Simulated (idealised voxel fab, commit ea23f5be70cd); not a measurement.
The following is a process module called voxel wiring stack.
For reference, the cross-section in this document is cut, with width 185 nm and square cells of 5 nm.
Square cells in a grid make up a cross-section in this document, and the grid is given as bands, listed from the top down, each one or more rows of cells.
Per band: top height and bottom height in nm, followed by the left-to-right materials and their widths in nm; "full width" marks a single material spanning edge to edge, "air" marks empty space.
Height 0 is the level under which the wafer as received is all one material. The lowest band goes on downwards, as in "z 0 and below".
A width given as "30->40" starts at the first number in the band's top row and ends at the second number in its bottom row, shifting by an equal amount at every step from row to row.
The cross-section has no changed cell in any step marked "nothing got changed".
Basically, "Closed cavity list" tells you about the enclosed voids: empty spaces with no open way to the top, 8 cells or bigger, each written width x height at distance, where distance is from the left edge, all in nm.
Past the settings on a step's line: simulator remark, on that step.
A step's line can hold "overlay nm"; with a mask on that step, the setting says how far right of the planned place the mask lay, while a negative setting says it lay to the left.
[Planned process steps]
1) RECEIVE: material Si
2) CONFORMAL_DEP: material SiO2, thk nm 15
3) CONFORMAL_DEP: material SiCN, thk nm 5
4) DIRECTIONAL_DEP: material SiO2, thk nm 20
5) MASKED_ETCH: tone open, mask id METAL_1, width nm 30, pitch nm 60, etch materials SiO2, depth nm 20, overlay nm 0
6) MASKED_ETCH: tone open, mask id METAL_1, width nm 30, pitch nm 60, etch materials SiCN, depth nm 5, overlay nm 0
7) CONFORMAL_DEP: material TiN, thk nm 5
8) FILL_DEP: material Ru, thk nm 10
9) CMP: height nm 40
10) CONFORMAL_DEP: material SiCN, thk nm 5
11) DIRECTIONAL_DEP: material SiO2, thk nm 25
12) PATTERN: tone open, mask id METAL_2, material resist, width nm 30, pitch nm 60, thk nm 15, overlay nm 0
13) DIRECTIONAL_ETCH: etch materials SiO2, depth nm 15
14) STRIP: etch materials resist
15) MASKED_ETCH: tone open, mask id METAL_2_HOLES, width nm 15, pitch nm 60, etch materials SiO2, depth nm 10, overlay nm 0
16) MASKED_ETCH: tone open, mask id METAL_2_HOLES, width nm 15, pitch nm 60, etch materials SiCN, depth nm 5, overlay nm 0
17) CONFORMAL_DEP: material TiN, thk nm 5
18) FILL_DEP: material Cu, thk nm 10
19) CMP: height nm 70
20) CONFORMAL_DEP: material SiCN, thk nm 5
21) DIRECTIONAL_DEP: material SiO2, thk nm 35
22) MASKED_ETCH: tone open, mask id METAL_3_HOLES, width nm 15, pitch nm 120, etch materials SiO2, depth nm 35, overlay nm 0
23) MASKED_ETCH: tone open, mask id METAL_3, width nm 30, pitch nm 60, etch materials SiO2, depth nm 20, overlay nm 0
24) MASKED_ETCH: tone open, mask id METAL_3, width nm 30, pitch nm 60, etch materials SiCN, depth nm 5, overlay nm 0
25) CONFORMAL_DEP: material TiN, thk nm 5
26) FILL_DEP: material Ru, thk nm 5
27) CMP: height nm 110
28) CONFORMAL_DEP: material SiCN, thk nm 5
All wafers enter the flow in the same state. The thk nm at step 20 differs from wafer to wafer, and the plan gives the value for the first wafer.
[This is how the first of several wafers looked in cross-section when it arrived, which is after step 1]
> z 0 and below  Si full width
> Closed cavity list: none
[End-of-module cross-section, first of several wafers, after last step 28]
> z 115 to 110  SiCN full width
> z 110 to 95  15 nm SiO2, 5 nm TiN, 20 nm Ru, 5 nm TiN, 30 nm SiO2, 5 nm TiN, 20 nm Ru, 5 nm TiN, 30 nm SiO2, 5 nm TiN, 20 nm Ru, 5 nm TiN, 20 nm SiO2
> z 95 to 90  15 nm SiO2, 5 nm TiN, 5 nm Ru, 20 nm TiN, 30 nm SiO2, 30 nm TiN, 30 nm SiO2, 5 nm TiN, 5 nm Ru, 20 nm TiN, 20 nm SiO2
> z 90 to 75  15 nm SiO2, 5 nm TiN, 5 nm Ru, 5 nm TiN, 105 nm SiO2, 5 nm TiN, 5 nm Ru, 5 nm TiN, 35 nm SiO2
> z 75 to 70  15 nm SiCN, 15 nm TiN, 105 nm SiCN, 15 nm TiN, 35 nm SiCN
> z 70 to 60  15 nm SiO2, 5 nm TiN, 20 nm Cu, 5 nm TiN, 30 nm SiO2, 5 nm TiN, 20 nm Cu, 5 nm TiN, 30 nm SiO2, 5 nm TiN, 20 nm Cu, 5 nm TiN, 20 nm SiO2
> z 60 to 55  15 nm SiO2, 5 nm TiN, 5 nm Cu, 20 nm TiN, 30 nm SiO2, 5 nm TiN, 5 nm Cu, 20 nm TiN, 30 nm SiO2, 5 nm TiN, 5 nm Cu, 20 nm TiN, 20 nm SiO2
> z 55 to 45  15 nm SiO2, 5 nm TiN, 5 nm Cu, 5 nm TiN, 45 nm SiO2, 5 nm TiN, 5 nm Cu, 5 nm TiN, 45 nm SiO2, 5 nm TiN, 5 nm Cu, 5 nm TiN, 35 nm SiO2
> z 45 to 40  15 nm SiCN, 15 nm TiN, 45 nm SiCN, 15 nm TiN, 45 nm SiCN, 15 nm TiN, 35 nm SiCN
> z 40 to 20  15 nm SiO2, 5 nm TiN, 20 nm Ru, 5 nm TiN, 30 nm SiO2, 5 nm TiN, 20 nm Ru, 5 nm TiN, 30 nm SiO2, 5 nm TiN, 20 nm Ru, 5 nm TiN, 20 nm SiO2
> z 20 to 15  15 nm SiCN, 30 nm TiN, 30 nm SiCN, 30 nm TiN, 30 nm SiCN, 30 nm TiN, 20 nm SiCN
> z 15 to 0  SiO2 full width
> z 0 and below  Si full width
> Closed cavity list: none
[Final wafer cross-section at module end]
> z 115 to 110  SiCN full width
> z 110 to 105  15 nm SiO2, 5 nm TiN, 5 nm Ru, 20 nm TiN, 30 nm SiO2, 30 nm TiN, 30 nm SiO2, 5 nm TiN, 5 nm Ru, 20 nm TiN, 20 nm SiO2
> z 105 to 90  15 nm SiO2, 5 nm TiN, 5 nm Ru, 5 nm TiN, 105 nm SiO2, 5 nm TiN, 5 nm Ru, 5 nm TiN, 35 nm SiO2
> z 90 to 85  15 nm SiCN, 15 nm TiN, 105 nm SiCN, 15 nm TiN, 35 nm SiCN
> z 85 to 70  SiCN full width
> z 70 to 60  15 nm SiO2, 5 nm TiN, 20 nm Cu, 5 nm TiN, 30 nm SiO2, 5 nm TiN, 20 nm Cu, 5 nm TiN, 30 nm SiO2, 5 nm TiN, 20 nm Cu, 5 nm TiN, 20 nm SiO2
> z 60 to 55  15 nm SiO2, 5 nm TiN, 5 nm Cu, 20 nm TiN, 30 nm SiO2, 5 nm TiN, 5 nm Cu, 20 nm TiN, 30 nm SiO2, 5 nm TiN, 5 nm Cu, 20 nm TiN, 20 nm SiO2
> z 55 to 45  15 nm SiO2, 5 nm TiN, 5 nm Cu, 5 nm TiN, 45 nm SiO2, 5 nm TiN, 5 nm Cu, 5 nm TiN, 45 nm SiO2, 5 nm TiN, 5 nm Cu, 5 nm TiN, 35 nm SiO2
> z 45 to 40  15 nm SiCN, 15 nm TiN, 45 nm SiCN, 15 nm TiN, 45 nm SiCN, 15 nm TiN, 35 nm SiCN
> z 40 to 20  15 nm SiO2, 5 nm TiN, 20 nm Ru, 5 nm TiN, 30 nm SiO2, 5 nm TiN, 20 nm Ru, 5 nm TiN, 30 nm SiO2, 5 nm TiN, 20 nm Ru, 5 nm TiN, 20 nm SiO2
> z 20 to 15  15 nm SiCN, 30 nm TiN, 30 nm SiCN, 30 nm TiN, 30 nm SiCN, 30 nm TiN, 20 nm SiCN
> z 15 to 0  SiO2 full width
> z 0 and below  Si full width
> Closed cavity list: none
[So in this table every wafer gets its own row, and what you see is where it stands at the end of the module: for each material, how many cells it picked up (+) or gave up (-) since we received it, and after that its closed voids]
thk nm 5 | +33 Cu | +92 Ru | +115 SiCN | +469 SiO2 | +142 TiN | Closed cavity list: none
thk nm 10 | +33 Cu | +80 Ru | +152 SiCN | +450 SiO2 | +136 TiN | Closed cavity list: none
thk nm 15 | +33 Cu | +68 Ru | +189 SiCN | +431 SiO2 | +130 TiN | Closed cavity list: none
thk nm 20 | +33 Cu | +56 Ru | +226 SiCN | +412 SiO2 | +124 TiN | Closed cavity list: none
